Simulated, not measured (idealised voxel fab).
process module | voxel ribs on slabs
The cross-section on display is named cut; it measures 185 nm wide, and its cells are 5 nm squares.
A cross-section in this document is a grid of square cells, and it is written down as bands, the top band listed before the ones below it; a band is made up of one or more rows of cells. This entry defines a band. It first specifies the height of the band's top and the height of its bottom in nm, and then specifies the band's materials from left to right, stating each material with its width in nm. The word "edge to edge" identifies a single material that fills the band from edge to edge, while the word "air" identifies empty space. Ref level 0: as-received wafer is one material below here. Bottom band extends down with no lower bound ("0 and below"). A two-number width, for instance "30 to 40", indicates that the width is equal to the first number in the top row of the band and to the second number in the bottom row, and that it changes by a constant amount per row of cells. "remained unchanged", as given for a step, is the statement that not any cell of the cross-section underwent a change during that step. In "Fully closed voids" the enclosed voids are listed, meaning empty spaces of 8 cells or larger without any opening to the top. The form is width x height at distance, distance from the left edge, units nm. If you see something after the settings on a step's line, that's the simulator's own remark about that step. A step line may carry the setting "overlay nm", which, for steps involving a mask, states the distance by which the mask lay to the right of its intended position; negative values denote displacement to the left.

# Process steps foreseen in the plan
1) op RECEIVE | material Si
2) op DIRECTIONAL_DEP | material SiO2 | thk nm 20
3) op DIRECTIONAL_DEP | material polySi | thk nm 15
4) op MASKED_ETCH | tone cover | mask id RIB | width nm 15 | etch materials polySi | depth nm 5 | overlay nm 0
5) op MASKED_ETCH | tone cover | mask id SLAB | width nm 55 | etch materials polySi | depth nm 10 | overlay nm 0
6) op FILL_DEP | material SiO2 | thk nm 20
7) op CMP | height nm 45
8) op DIRECTIONAL_DEP | material TiN | thk nm 5
9) op DIRECTIONAL_DEP | material aC | thk nm 10
10) op PATTERN | tone cover | mask id HEATER | material resist | width nm 25 | thk nm 30 | overlay nm 0
11) op DIRECTIONAL_ETCH | etch materials aC | depth nm 10
12) op STRIP | etch materials resist
13) op DIRECTIONAL_ETCH | etch materials TiN | depth nm 5
14) op STRIP | etch materials aC
15) op CONFORMAL_DEP | material SiN | thk nm 5

# Wafer at receipt (post step 1), cross-section
> 0 and below: Si edge to edge
> Fully closed voids: none

# What the wafer looks like in cross-section after this module, when it starts as shown above and follows the plan above but one mistake is made in running it
> 55 down to 50: 75 air, 35 SiN, 75 air
> 50 down to 45: 80 SiN, 25 TiN, 80 SiN
> 45 down to 35: 65 SiO2, 55 polySi, 65 SiO2
> 35 down to 20: polySi edge to edge
> 20 down to 0: SiO2 edge to edge
> 0 and below: Si edge to edge
> Fully closed voids: none
Error vs. plan: step 3 of the plan was executed twice over
